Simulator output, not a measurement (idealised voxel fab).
process module | voxel transistor to metal
cross-section cut | 280 nm wide | cells 5 nm
A cross-section is a grid of square cells, given in bands from the top down. A band is one or more rows of cells.
Each band's line starts with the height of the band's top and of its bottom, in nm. Then come its materials from left to right, each with its width in nm. One material with "throughout" fills the band from edge to edge. "air" is empty space.
Height 0 is the level under which the wafer as received is all one material. The lowest band goes on downwards, as in "0 down".
A width such as "30 to 40" changes by the same amount from each row of cells to the next, from the band's top row to its bottom row.
"no change" after a step means that no cell of the cross-section changed.
closed voids: empty space of 8 cells or more with no open way to the top, each as width x height at its distance from the left edge, in nm
after a step's settings: what the simulator itself notes on the step
overlay nm, on a step with a mask: how far to the right of its planned place the mask lay; to the left if negative
plan
1 op RECEIVE | material Si
2 op OXIDIZE | depth nm 5
3 op CONFORMAL_DEP | material SiN | thk nm 10
4 op MASKED_ETCH | tone cover | mask id ACTIVE | width nm 105 | pitch nm 125 | etch materials SiN | depth nm 10 | overlay nm 0
5 op MASKED_ETCH | tone cover | mask id ACTIVE | width nm 105 | pitch nm 125 | etch materials SiO2 | depth nm 5 | overlay nm 0
6 op MASKED_ETCH | tone cover | mask id ACTIVE | width nm 105 | pitch nm 125 | etch materials Si | depth nm 35 | overlay nm 0
7 op FILL_DEP | material SiO2 | thk nm 5
8 op CMP | height nm 10
9 op SELECTIVE_ETCH | etch materials SiO2 | depth nm 10
10 op STRIP | etch materials SiN
11 op SELECTIVE_ETCH | etch materials SiO2 | depth nm 5
12 op OXIDIZE | depth nm 5
13 op DIRECTIONAL_DEP | material polySi | thk nm 20
14 op DIRECTIONAL_DEP | material SiCN | thk nm 15
15 op PATTERN | tone cover | mask id GATE | material resist | width nm 25 | pitch nm 125 | thk nm 15 | overlay nm 0
16 op DIRECTIONAL_ETCH | etch materials SiCN | depth nm 25
17 op DIRECTIONAL_ETCH | etch materials polySi | depth nm 30
18 op STRIP | etch materials resist
19 op CONFORMAL_DEP | material SiO2 | thk nm 5
20 op DIRECTIONAL_ETCH | etch materials SiO2 | depth nm 5
21 op CONFORMAL_DEP | material SiN | thk nm 5
22 op DIRECTIONAL_ETCH | etch materials SiN | depth nm 5
23 op DIRECTIONAL_ETCH | etch materials SiO2 | depth nm 5
24 op DIRECTIONAL_ETCH | etch materials Si | depth nm 10
25 op EPI | material SiGe | thk nm 10
26 op FILL_DEP | material SiO2 | thk nm 5
27 op CMP | height nm 30
28 op DIRECTIONAL_DEP | material SiO2 | thk nm 10
29 op MASKED_ETCH | tone open | mask id CONTACT | width nm 20 | etch materials SiO2 | depth nm 50 | overlay nm 0
30 op CONFORMAL_DEP | material TiN | thk nm 5
31 op FILL_DEP | material W | thk nm 5
32 op CMP | height nm 40
33 op CONFORMAL_DEP | material SiN | thk nm 5
34 op DIRECTIONAL_DEP | material lowk | thk nm 15
35 op PATTERN | tone open | mask id METAL_1 | material resist | width nm 20 | thk nm 15 | overlay nm 0
36 op DIRECTIONAL_ETCH | etch materials lowk | depth nm 15
37 op DIRECTIONAL_ETCH | etch materials SiN | depth nm 5
38 op STRIP | etch materials resist
39 op CONFORMAL_DEP | material TiN | thk nm 5
40 op FILL_DEP | material Cu | thk nm 5
41 op CMP | height nm 60
42 op CONFORMAL_DEP | material SiCN | thk nm 5
43 op DIRECTIONAL_DEP | material SiO2 | thk nm 30
44 op MASKED_ETCH | tone open | mask id METAL_2_HOLES | width nm 15 | pitch nm 125 | etch materials SiO2 | depth nm 30 | overlay nm 0
45 op MASKED_ETCH | tone open | mask id METAL_2 | width nm 20 | pitch nm 125 | etch materials SiO2 | depth nm 15 | overlay nm 0
46 op MASKED_ETCH | tone open | mask id METAL_2 | width nm 20 | pitch nm 125 | etch materials SiCN | depth nm 5 | overlay nm 0
47 op CONFORMAL_DEP | material TiN | thk nm 5
48 op FILL_DEP | material Cu | thk nm 5
49 op CMP | height nm 95
50 op CONFORMAL_DEP | material SiCN | thk nm 5
as received, after step 1
  0 down: Si throughout
  closed voids: none
first wafer at the end, as planned
  100 to 95: SiCN throughout
  95 to 85: SiO2 30 | TiN 5 | Cu 10 | TiN 5 | SiO2 105 | TiN 5 | Cu 10 | TiN 5 | SiO2 105
  85 to 80: SiO2 30 | TiN 5 | Cu 5 | TiN 10 | SiO2 105 | TiN 5 | Cu 5 | TiN 10 | SiO2 105
  80 to 65: SiO2 30 | TiN 5 | Cu 5 | TiN 5 | SiO2 110 | TiN 5 | Cu 5 | TiN 5 | SiO2 110
  65 to 60: SiCN 30 | TiN 15 | SiCN 110 | TiN 15 | SiCN 110
  60 to 45: lowk 30 | TiN 5 | Cu 10 | TiN 5 | lowk 55 | TiN 5 | Cu 10 | TiN 5 | lowk 30 | TiN 5 | Cu 10 | TiN 5 | lowk 55 | TiN 5 | Cu 10 | TiN 5 | lowk 30
  45 to 40: SiN 30 | TiN 20 | SiN 55 | TiN 20 | SiN 30 | TiN 20 | SiN 55 | TiN 20 | SiN 30
  40 to 30: SiO2 30 | TiN 5 | W 10 | TiN 5 | SiO2 55 | TiN 5 | W 10 | TiN 5 | SiO2 30 | TiN 5 | W 10 | TiN 5 | SiO2 55 | TiN 5 | W 10 | TiN 5 | SiO2 30
  30 to 15: SiO2 30 | TiN 5 | W 10 | TiN 5 | SiO2 5 | SiN 5 | SiO2 5 | SiCN 25 | SiO2 5 | SiN 5 | SiO2 5 | TiN 5 | W 10 | TiN 5 | SiO2 30 | TiN 5 | W 10 | TiN 5 | SiO2 5 | SiN 5 | SiO2 5 | SiCN 25 | SiO2 5 | SiN 5 | SiO2 5 | TiN 5 | W 10 | TiN 5 | SiO2 30
  15 to 5: SiO2 30 | TiN 5 | W 10 | TiN 5 | SiO2 5 | SiN 5 | SiO2 5 | polySi 25 | SiO2 5 | SiN 5 | SiO2 5 | TiN 5 | W 10 | TiN 5 | SiO2 30 | TiN 5 | W 10 | TiN 5 | SiO2 5 | SiN 5 | SiO2 5 | polySi 25 | SiO2 5 | SiN 5 | SiO2 5 | TiN 5 | W 10 | TiN 5 | SiO2 30
  5 to 0: SiO2 30 | TiN 5 | W 5 | TiN 10 | SiO2 5 | SiN 5 | SiO2 5 | polySi 25 | SiO2 5 | SiN 5 | SiO2 5 | TiN 10 | W 5 | TiN 5 | SiO2 30 | TiN 5 | W 5 | TiN 10 | SiO2 5 | SiN 5 | SiO2 5 | polySi 25 | SiO2 5 | SiN 5 | SiO2 5 | TiN 10 | W 5 | TiN 5 | SiO2 30
  0 to -5: SiO2 30 | TiN 5 | W 5 | TiN 5 | SiGe 10 | SiN 5 | SiO2 5 | polySi 25 | SiO2 5 | SiN 5 | SiGe 10 | TiN 5 | W 5 | TiN 5 | SiO2 30 | TiN 5 | W 5 | TiN 5 | SiGe 10 | SiN 5 | SiO2 5 | polySi 25 | SiO2 5 | SiN 5 | SiGe 10 | TiN 5 | W 5 | TiN 5 | SiO2 30
  -5 to -10: SiO2 30 | TiN 15 | SiGe 10 | SiO2 45 | SiGe 10 | TiN 15 | SiO2 30 | TiN 15 | SiGe 10 | SiO2 45 | SiGe 10 | TiN 15 | SiO2 30
  -10 to -20: SiO2 25 | SiGe 30 | Si 45 | SiGe 30 | SiO2 20 | SiGe 30 | Si 45 | SiGe 30 | SiO2 25
  -20 to -40: SiO2 25 | Si 105 | SiO2 20 | Si 105 | SiO2 25
  -40 down: Si throughout
  closed voids: none
second wafer at the end: like start, like plan, one mistake
  100 to 95: SiCN throughout
  95 to 85: SiO2 30 | TiN 5 | Cu 10 | TiN 5 | SiO2 105 | TiN 5 | Cu 10 | TiN 5 | SiO2 105
  85 to 80: SiO2 30 | TiN 5 | Cu 5 | TiN 10 | SiO2 105 | TiN 5 | Cu 5 | TiN 10 | SiO2 105
  80 to 70: SiO2 30 | TiN 5 | Cu 5 | TiN 5 | SiO2 110 | TiN 5 | Cu 5 | TiN 5 | SiO2 110
  70 to 65: SiO2 30 | TiN 15 | SiO2 110 | TiN 15 | SiO2 110
  65 to 60: SiCN 30 | TiN 10 | SiCN 115 | TiN 10 | SiCN 115
  60 to 45: lowk 30 | TiN 5 | Cu 10 | TiN 5 | lowk 55 | TiN 5 | Cu 10 | TiN 5 | lowk 30 | TiN 5 | Cu 10 | TiN 5 | lowk 55 | TiN 5 | Cu 10 | TiN 5 | lowk 30
  45 to 40: SiN 30 | TiN 20 | SiN 55 | TiN 20 | SiN 30 | TiN 20 | SiN 55 | TiN 20 | SiN 30
  40 to 30: SiO2 30 | TiN 5 | W 10 | TiN 5 | SiO2 55 | TiN 5 | W 10 | TiN 5 | SiO2 30 | TiN 5 | W 10 | TiN 5 | SiO2 55 | TiN 5 | W 10 | TiN 5 | SiO2 30
  30 to 15: SiO2 30 | TiN 5 | W 10 | TiN 5 | SiO2 5 | SiN 5 | SiO2 5 | SiCN 25 | SiO2 5 | SiN 5 | SiO2 5 | TiN 5 | W 10 | TiN 5 | SiO2 30 | TiN 5 | W 10 | TiN 5 | SiO2 5 | SiN 5 | SiO2 5 | SiCN 25 | SiO2 5 | SiN 5 | SiO2 5 | TiN 5 | W 10 | TiN 5 | SiO2 30
  15 to 5: SiO2 30 | TiN 5 | W 10 | TiN 5 | SiO2 5 | SiN 5 | SiO2 5 | polySi 25 | SiO2 5 | SiN 5 | SiO2 5 | TiN 5 | W 10 | TiN 5 | SiO2 30 | TiN 5 | W 10 | TiN 5 | SiO2 5 | SiN 5 | SiO2 5 | polySi 25 | SiO2 5 | SiN 5 | SiO2 5 | TiN 5 | W 10 | TiN 5 | SiO2 30
  5 to 0: SiO2 30 | TiN 5 | W 5 | TiN 10 | SiO2 5 | SiN 5 | SiO2 5 | polySi 25 | SiO2 5 | SiN 5 | SiO2 5 | TiN 10 | W 5 | TiN 5 | SiO2 30 | TiN 5 | W 5 | TiN 10 | SiO2 5 | SiN 5 | SiO2 5 | polySi 25 | SiO2 5 | SiN 5 | SiO2 5 | TiN 10 | W 5 | TiN 5 | SiO2 30
  0 to -5: SiO2 30 | TiN 5 | W 5 | TiN 5 | SiGe 10 | SiN 5 | SiO2 5 | polySi 25 | SiO2 5 | SiN 5 | SiGe 10 | TiN 5 | W 5 | TiN 5 | SiO2 30 | TiN 5 | W 5 | TiN 5 | SiGe 10 | SiN 5 | SiO2 5 | polySi 25 | SiO2 5 | SiN 5 | SiGe 10 | TiN 5 | W 5 | TiN 5 | SiO2 30
  -5 to -10: SiO2 30 | TiN 15 | SiGe 10 | SiO2 45 | SiGe 10 | TiN 15 | SiO2 30 | TiN 15 | SiGe 10 | SiO2 45 | SiGe 10 | TiN 15 | SiO2 30
  -10 to -20: SiO2 25 | SiGe 30 | Si 45 | SiGe 30 | SiO2 20 | SiGe 30 | Si 45 | SiGe 30 | SiO2 25
  -20 to -40: SiO2 25 | Si 105 | SiO2 20 | Si 105 | SiO2 25
  -40 down: Si throughout
  closed voids: none
what went wrong: step 46 ran as: op MASKED_ETCH | tone open | mask id METAL_2 | width nm 20 | pitch nm 125 | etch materials SiCN | depth nm 5 | overlay nm -10
at the end the second wafer has, in cells: 2 fewer of Cu | 2 more of SiCN
